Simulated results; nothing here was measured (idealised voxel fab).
Name of the process module below: voxel released beams
Square cells of 5 nm make up the cross-section cut, whose width is 200 nm.
Cross-section format: a grid of square cells, given as bands from top to bottom; each band is one or more rows of cells. Quick guide to a band line: top height, bottom height (nm) up front; then every material left to right with its width in nm. Only one material and it's marked "edge to edge"? Then it fills the band edge to edge. And "air" just means empty space. For the purposes of this specification, 0 denotes the height below which the wafer in its as-received condition is composed wholly of one material, and the lowermost band, lacking a lower limit, extends downward without end, as expressed in "0 nm and below". With a width like "30->40", each row of cells in the band differs from the next by the same amount, the top row carrying the first number and the bottom row the second. Where the words "left unchanged" appear for a step, the cross-section shows no cell changed by that step; every cell remained as before. Under "Enclosed cavity list" you'll find the enclosed gaps, the ones with no way out to the top, that are 8 cells or bigger; each reads width x height at distance, with distance counted from the left edge, everything in nm. Post-settings text on a step line: simulator's own remark regarding the step. overlay nm: for a step with a mask, the amount by which the mask lay right of where it was planned; a negative amount means left of it.
# List of planned process steps
- 1: RECEIVE (material Si)
- 2: CONFORMAL_DEP (material Al2O3; thk nm 10)
- 3: DIRECTIONAL_DEP (material SiO2; thk nm 20)
- 4: MASKED_ETCH (tone open; mask id ANCHOR; width nm 25; etch materials SiO2; depth nm 20; overlay nm -15)
- 5: CONFORMAL_DEP (material polySi; thk nm 10)
- 6: MASKED_ETCH (tone cover; mask id BEAM; width nm 75; etch materials polySi; depth nm 10; overlay nm 0)
- 7: STRIP (etch materials SiO2)
The plan's step 4 overlay nm is the first wafer's value; the wafers differ in this setting and start identical.
# Sectional view: first of several wafers, as received, after step 1
* 0 nm and below  Si edge to edge
* Enclosed cavity list: none
# Cross-section, first of several wafers, end of module, after last step 7
* 40 nm to 30 nm  65 of air  70 of polySi  65 of air
* 30 nm to 20 nm  50 of air  10 of polySi  5 of air  10 of polySi  125 of air
* 20 nm to 10 nm  50 of air  25 of polySi  125 of air
* 10 nm to 0 nm  Al2O3 edge to edge
* 0 nm and below  Si edge to edge
* Enclosed cavity list: none
# Last wafer x-sec, end of module
* 40 nm to 30 nm  60 of air  30 of polySi  5 of air  40 of polySi  65 of air
* 30 nm to 20 nm  80 of air  10 of polySi  5 of air  10 of polySi  95 of air
* 20 nm to 10 nm  80 of air  25 of polySi  95 of air
* 10 nm to 0 nm  Al2O3 edge to edge
* 0 nm and below  Si edge to edge
* Enclosed cavity list: none
# Table: wafers, a row each; end-of-module cell change per material since receipt, gain (+), loss (-); then closed voids
overlay nm -15; +80 Al2O3; +46 polySi; Enclosed cavity list: none
overlay nm -10; +80 Al2O3; +46 polySi; Enclosed cavity list: none
overlay nm -5; +80 Al2O3; +46 polySi; Enclosed cavity list: none
overlay nm 0; +80 Al2O3; +46 polySi; Enclosed cavity list: none
overlay nm 5; +80 Al2O3; +46 polySi; Enclosed cavity list: none
overlay nm 10; +80 Al2O3; +46 polySi; Enclosed cavity list: none
overlay nm 15; +80 Al2O3; +46 polySi; Enclosed cavity list: none
